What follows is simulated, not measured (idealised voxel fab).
Documented hereafter: the process module known as voxel transistor to metal.
It is cross-section cut that appears here, measuring 185 nm in width, its square cells being 5 nm in size.
Square cells in a grid make up a cross-section in this document, and the grid is given as bands, listed from the top down, each one or more rows of cells.
Each band's line starts with the height of the band's top and of its bottom, in nm. Then come its materials from left to right, each with its width in nm. One material with "all across" fills the band from edge to edge. "empty" is empty space.
Heads up on the height convention: 0 is the point under which the incoming wafer is all one material, and the lowest band has no bottom, it just keeps going down, like "0 down".
Width "30->40": first value at the band's top row of cells, second value at its bottom row, equal change from row to row.
The cross-section has no changed cell in any step marked "identical to before".
Enclosed voids (no open way to top), threshold 8 cells or more, entry "Closed void roster", notation width x height at distance, distance from left edge, nm.
On each step's line, the part that comes after the settings is the simulator's own comment on the step.
For masked steps, "overlay nm" on the step line gives how far right of plan the mask actually lay; a minus sign means it lay to the left.
# These are the steps we planned for the process
1) RECEIVE, material Si
2) OXIDIZE, depth nm 5
3) CONFORMAL_DEP, material SiN, thk nm 10
4) MASKED_ETCH, tone cover, mask id ACTIVE, width nm 105, etch materials SiN, depth nm 10, overlay nm 0
5) MASKED_ETCH, tone cover, mask id ACTIVE, width nm 105, etch materials SiO2, depth nm 5, overlay nm 0
6) MASKED_ETCH, tone cover, mask id ACTIVE, width nm 105, etch materials Si, depth nm 35, overlay nm 0
7) FILL_DEP, material SiO2, thk nm 10
8) CMP, height nm 10
9) SELECTIVE_ETCH, etch materials SiO2, depth nm 10
10) STRIP, etch materials SiN
11) SELECTIVE_ETCH, etch materials SiO2, depth nm 5
12) OXIDIZE, depth nm 5
13) DIRECTIONAL_DEP, material polySi, thk nm 25
14) DIRECTIONAL_DEP, material SiCN, thk nm 10
15) MASKED_ETCH, tone cover, mask id GATE, width nm 15, etch materials SiCN, depth nm 20, overlay nm 0
16) MASKED_ETCH, tone cover, mask id GATE, width nm 15, etch materials polySi, depth nm 35, overlay nm 0
17) CONFORMAL_DEP, material SiO2, thk nm 5
18) DIRECTIONAL_ETCH, etch materials SiO2, depth nm 5
19) CONFORMAL_DEP, material SiN, thk nm 10
20) DIRECTIONAL_ETCH, etch materials SiN, depth nm 10
21) DIRECTIONAL_ETCH, etch materials SiO2, depth nm 5
22) EPI, material SiGe, thk nm 5
23) FILL_DEP, material SiO2, thk nm 10
24) CMP, height nm 30
25) DIRECTIONAL_DEP, material SiO2, thk nm 10
26) DIRECTIONAL_DEP, material aC, thk nm 10
27) PATTERN, tone open, mask id CONTACT, material resist, width nm 35, pitch nm 60, thk nm 25, overlay nm 0
28) DIRECTIONAL_ETCH, etch materials aC, depth nm 10
29) STRIP, etch materials resist
30) DIRECTIONAL_ETCH, etch materials SiO2, depth nm 45
31) STRIP, etch materials aC
32) CONFORMAL_DEP, material TiN, thk nm 5
33) FILL_DEP, material Ru, thk nm 10
34) CMP, height nm 40
35) CONFORMAL_DEP, material SiN, thk nm 5
36) DIRECTIONAL_DEP, material SiO2, thk nm 15
37) MASKED_ETCH, tone open, mask id METAL_1, width nm 20, pitch nm 75, etch materials SiO2, depth nm 15, overlay nm 0
38) MASKED_ETCH, tone open, mask id METAL_1, width nm 20, pitch nm 75, etch materials SiN, depth nm 5, overlay nm 0
39) CONFORMAL_DEP, material TiN, thk nm 5
40) FILL_DEP, material Ru, thk nm 10
41) CMP, height nm 60
42) CONFORMAL_DEP, material SiCN, thk nm 5
43) DIRECTIONAL_DEP, material SiO2, thk nm 30
44) MASKED_ETCH, tone open, mask id METAL_2, width nm 20, pitch nm 75, etch materials SiO2, depth nm 15, overlay nm -15
45) PATTERN, tone open, mask id METAL_2_HOLES, material resist, width nm 15, pitch nm 75, thk nm 20, overlay nm 0
46) DIRECTIONAL_ETCH, etch materials SiO2, depth nm 15
47) DIRECTIONAL_ETCH, etch materials SiCN, depth nm 5
48) STRIP, etch materials resist
49) CONFORMAL_DEP, material TiN, thk nm 5
50) FILL_DEP, material Ru, thk nm 5
51) CMP, height nm 95
52) CONFORMAL_DEP, material SiN, thk nm 5
For clarity, it should be stated that the wafers under discussion commence in an identical condition and differ with respect to the overlay nm of step 44, the plan indicating the value that the first wafer had.
# The as-received cross-section of the first of several wafers corresponds to the state after step 1
    0 down | Si all across
    Closed void roster: none
# Row per wafer, end-of-module: cell gain (+)/loss (-) by material since the wafer came in, then closed voids
overlay nm -15 | +80 Ru | -170 Si | +41 SiCN | +14 SiGe | +94 SiN | +572 SiO2 | +94 TiN | +15 polySi | Closed void roster: none
overlay nm -10 | +76 Ru | -170 Si | +39 SiCN | +14 SiGe | +94 SiN | +572 SiO2 | +100 TiN | +15 polySi | Closed void roster: none
overlay nm -5 | +80 Ru | -170 Si | +37 SiCN | +14 SiGe | +94 SiN | +572 SiO2 | +98 TiN | +15 polySi | Closed void roster: none
overlay nm 0 | +80 Ru | -170 Si | +37 SiCN | +14 SiGe | +94 SiN | +572 SiO2 | +98 TiN | +15 polySi | Closed void roster: none
overlay nm 5 | +76 Ru | -170 Si | +39 SiCN | +14 SiGe | +94 SiN | +572 SiO2 | +100 TiN | +15 polySi | Closed void roster: none
overlay nm 10 | +80 Ru | -170 Si | +41 SiCN | +14 SiGe | +94 SiN | +572 SiO2 | +94 TiN | +15 polySi | Closed void roster: none
overlay nm 15 | +84 Ru | -170 Si | +43 SiCN | +14 SiGe | +94 SiN | +572 SiO2 | +88 TiN | +15 polySi | Closed void roster: none
